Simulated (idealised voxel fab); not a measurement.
The following is a process module called voxel transistor to metal.
cross-section cut | 285 nm wide | cells 5 nm
Cross-section, as written here: a square-cell grid given band by band from the top down, where a band holds one or more rows of cells. For a band, the entry starts with two heights in nm, that of the top and then that of the bottom, and carries on with the band's materials in order from left to right, each alongside its width in nm; the word "full width" beside a single material means it fills the band edge to edge, and "air" means empty space. For the purposes of this specification, 0 denotes the height below which the wafer in its as-received condition is composed wholly of one material, and the lowermost band, lacking a lower limit, extends downward without end, as expressed in "top 0, no bottom". A two-number width, for instance "30 to 40", indicates that the width is equal to the first number in the top row of the band and to the second number in the bottom row, and that it changes by a constant amount per row of cells. Where the words "no change" appear for a step, the cross-section shows no cell changed by that step; every cell remained as before. The entry titled "Closed cavity list" provides the empty spaces that have no open way to the top, restricted to those of 8 cells or more. Each is presented as width x height at distance, the distance being measured from the left edge, with all three in nm. Whatever follows a step's settings on its line is a remark the simulator itself makes about that step. On any step carrying a mask, the "overlay nm" setting, if present on the step's line, tells how far right of its planned place the mask lay; negative values point to the left.
## The process steps that were planned are listed below
1: RECEIVE,material Si
2: OXIDIZE,depth nm 5
3: CONFORMAL_DEP,material SiN,thk nm 10
4: DIRECTIONAL_DEP,material aC,thk nm 10
5: PATTERN,tone cover,mask id ACTIVE,material resist,width nm 115,pitch nm 135,thk nm 30,overlay nm 0
6: DIRECTIONAL_ETCH,etch materials aC,depth nm 10
7: STRIP,etch materials resist
8: DIRECTIONAL_ETCH,etch materials SiN,depth nm 10
9: DIRECTIONAL_ETCH,etch materials SiO2,depth nm 5
10: DIRECTIONAL_ETCH,etch materials Si,depth nm 35
11: STRIP,etch materials aC
12: OXIDIZE,depth nm 5
13: FILL_DEP,material SiO2,thk nm 10
14: CMP,height nm 10
15: SELECTIVE_ETCH,etch materials SiO2,depth nm 5
16: STRIP,etch materials SiN
17: SELECTIVE_ETCH,etch materials SiO2,depth nm 5
18: OXIDIZE,depth nm 5
19: DIRECTIONAL_DEP,material polySi,thk nm 20
20: DIRECTIONAL_DEP,material SiCN,thk nm 10
21: MASKED_ETCH,tone cover,mask id GATE,width nm 35,pitch nm 135,etch materials SiCN,depth nm 20,overlay nm 0
22: MASKED_ETCH,tone cover,mask id GATE,width nm 35,pitch nm 135,etch materials polySi,depth nm 30,overlay nm 0
23: CONFORMAL_DEP,material SiN,thk nm 10
24: DIRECTIONAL_ETCH,etch materials SiN,depth nm 10
25: DIRECTIONAL_ETCH,etch materials SiO2,depth nm 5
26: EPI,material SiGe,thk nm 5
27: FILL_DEP,material SiO2,thk nm 5
28: CMP,height nm 15
29: STRIP,etch materials polySi
30: SELECTIVE_ETCH,etch materials SiO2,depth nm 5
31: CONFORMAL_DEP,material HfO2,thk nm 5
32: CONFORMAL_DEP,material TiN,thk nm 5
33: FILL_DEP,material W,thk nm 5
34: CMP,height nm 10
35: DIRECTIONAL_DEP,material SiO2,thk nm 10
36: DIRECTIONAL_DEP,material aC,thk nm 15
37: PATTERN,tone open,mask id CONTACT,material resist,width nm 15,thk nm 30,overlay nm 0
38: DIRECTIONAL_ETCH,etch materials aC,depth nm 15
39: STRIP,etch materials resist
40: DIRECTIONAL_ETCH,etch materials SiO2,depth nm 25
41: STRIP,etch materials aC
42: CONFORMAL_DEP,material TiN,thk nm 5
43: FILL_DEP,material W,thk nm 10
44: CMP,height nm 20
45: CONFORMAL_DEP,material SiN,thk nm 5
46: DIRECTIONAL_DEP,material lowk,thk nm 20
47: PATTERN,tone open,mask id METAL_1,material resist,width nm 15,thk nm 15,overlay nm 0
48: DIRECTIONAL_ETCH,etch materials lowk,depth nm 20
49: DIRECTIONAL_ETCH,etch materials SiN,depth nm 5
50: STRIP,etch materials resist
51: CONFORMAL_DEP,material TiN,thk nm 5
52: FILL_DEP,material Cu,thk nm 5
53: CMP,height nm 45
54: EPI,material Ru,thk nm 5
55: FILL_DEP,material SiCN,thk nm 5
## Received-state cross-section, reflecting completion of step 1
  top 0, no bottom: Si full width
  Closed cavity list: none
## Module complete - cross-section of the first of two wafers, run according to plan
  top 55, bottom 50: SiCN full width
  top 50, bottom 45: SiCN=20 / Ru=25 / SiCN=55 / Ru=25 / SiCN=30 / Ru=25 / SiCN=55 / Ru=25 / SiCN=25
  top 45, bottom 25: lowk=25 / TiN=5 / Cu=5 / TiN=5 / lowk=65 / TiN=5 / Cu=5 / TiN=5 / lowk=40 / TiN=5 / Cu=5 / TiN=5 / lowk=65 / TiN=5 / Cu=5 / TiN=5 / lowk=30
  top 25, bottom 20: SiN=25 / TiN=15 / SiN=65 / TiN=15 / SiN=40 / TiN=15 / SiN=65 / TiN=15 / SiN=30
  top 20, bottom 10: SiO2=25 / TiN=5 / W=5 / TiN=5 / SiO2=65 / TiN=5 / W=5 / TiN=5 / SiO2=40 / TiN=5 / W=5 / TiN=5 / SiO2=65 / TiN=5 / W=5 / TiN=5 / SiO2=30
  top 10, bottom 0: SiO2=25 / TiN=5 / W=5 / TiN=5 / SiO2=5 / SiN=10 / HfO2=5 / TiN=5 / W=15 / TiN=5 / HfO2=5 / SiN=10 / SiO2=5 / TiN=5 / W=5 / TiN=5 / SiO2=40 / TiN=5 / W=5 / TiN=5 / SiO2=5 / SiN=10 / HfO2=5 / TiN=5 / W=15 / TiN=5 / HfO2=5 / SiN=10 / SiO2=5 / TiN=5 / W=5 / TiN=5 / SiO2=30
  top 0, bottom -5: SiO2=10 / SiN=10 / SiO2=5 / TiN=15 / SiO2=5 / SiN=10 / HfO2=5 / TiN=25 / HfO2=5 / SiN=10 / SiO2=5 / TiN=15 / SiO2=5 / SiN=10 / SiO2=10 / SiN=10 / SiO2=5 / TiN=15 / SiO2=5 / SiN=10 / HfO2=5 / TiN=25 / HfO2=5 / SiN=10 / SiO2=5 / TiN=15 / SiO2=5 / SiN=10 / SiO2=15
  top -5, bottom -10: SiO2=20 / SiGe=25 / SiO2=5 / HfO2=45 / SiO2=5 / SiGe=25 / SiO2=30 / SiGe=25 / SiO2=5 / HfO2=45 / SiO2=5 / SiGe=25 / SiO2=25
  top -10, bottom -45: SiO2=20 / Si=105 / SiO2=30 / Si=105 / SiO2=25
  top -45, no bottom: Si full width
  Closed cavity list: none
## Wafer two cross-section, module end. Start and plan unchanged from wafer one; one mistake made during the run
  top 55, bottom 50: SiCN full width
  top 50, bottom 45: SiCN=20 / Ru=25 / SiCN=55 / Ru=25 / SiCN=30 / Ru=25 / SiCN=55 / Ru=25 / SiCN=25
  top 45, bottom 25: lowk=25 / TiN=5 / Cu=5 / TiN=5 / lowk=65 / TiN=5 / Cu=5 / TiN=5 / lowk=40 / TiN=5 / Cu=5 / TiN=5 / lowk=65 / TiN=5 / Cu=5 / TiN=5 / lowk=30
  top 25, bottom 20: SiN=25 / TiN=15 / SiN=65 / TiN=15 / SiN=40 / TiN=15 / SiN=65 / TiN=15 / SiN=30
  top 20, bottom 10: SiO2=25 / TiN=5 / W=5 / TiN=5 / SiO2=65 / TiN=5 / W=5 / TiN=5 / SiO2=40 / TiN=5 / W=5 / TiN=5 / SiO2=65 / TiN=5 / W=5 / TiN=5 / SiO2=30
  top 10, bottom 0: SiO2=25 / TiN=5 / W=5 / TiN=5 / SiO2=5 / SiN=10 / TiN=5 / W=25 / TiN=5 / SiN=10 / SiO2=5 / TiN=5 / W=5 / TiN=5 / SiO2=40 / TiN=5 / W=5 / TiN=5 / SiO2=5 / SiN=10 / TiN=5 / W=25 / TiN=5 / SiN=10 / SiO2=5 / TiN=5 / W=5 / TiN=5 / SiO2=30
  top 0, bottom -5: SiO2=10 / SiN=10 / SiO2=5 / TiN=15 / SiO2=5 / SiN=10 / TiN=5 / W=25 / TiN=5 / SiN=10 / SiO2=5 / TiN=15 / SiO2=5 / SiN=10 / SiO2=10 / SiN=10 / SiO2=5 / TiN=15 / SiO2=5 / SiN=10 / TiN=5 / W=25 / TiN=5 / SiN=10 / SiO2=5 / TiN=15 / SiO2=5 / SiN=10 / SiO2=15
  top -5, bottom -10: SiO2=20 / SiGe=25 / SiO2=5 / TiN=45 / SiO2=5 / SiGe=25 / SiO2=30 / SiGe=25 / SiO2=5 / TiN=45 / SiO2=5 / SiGe=25 / SiO2=25
  top -10, bottom -45: SiO2=20 / Si=105 / SiO2=30 / Si=105 / SiO2=25
  top -45, no bottom: Si full width
  Closed cavity list: none
Against the plan, the run slipped here: skipped: plan step 31 (never run)
The final cell counts differ between the wafers, with the second having more or fewer of some materials than the first: 30 fewer of HfO2, 12 more of TiN, 18 more of W
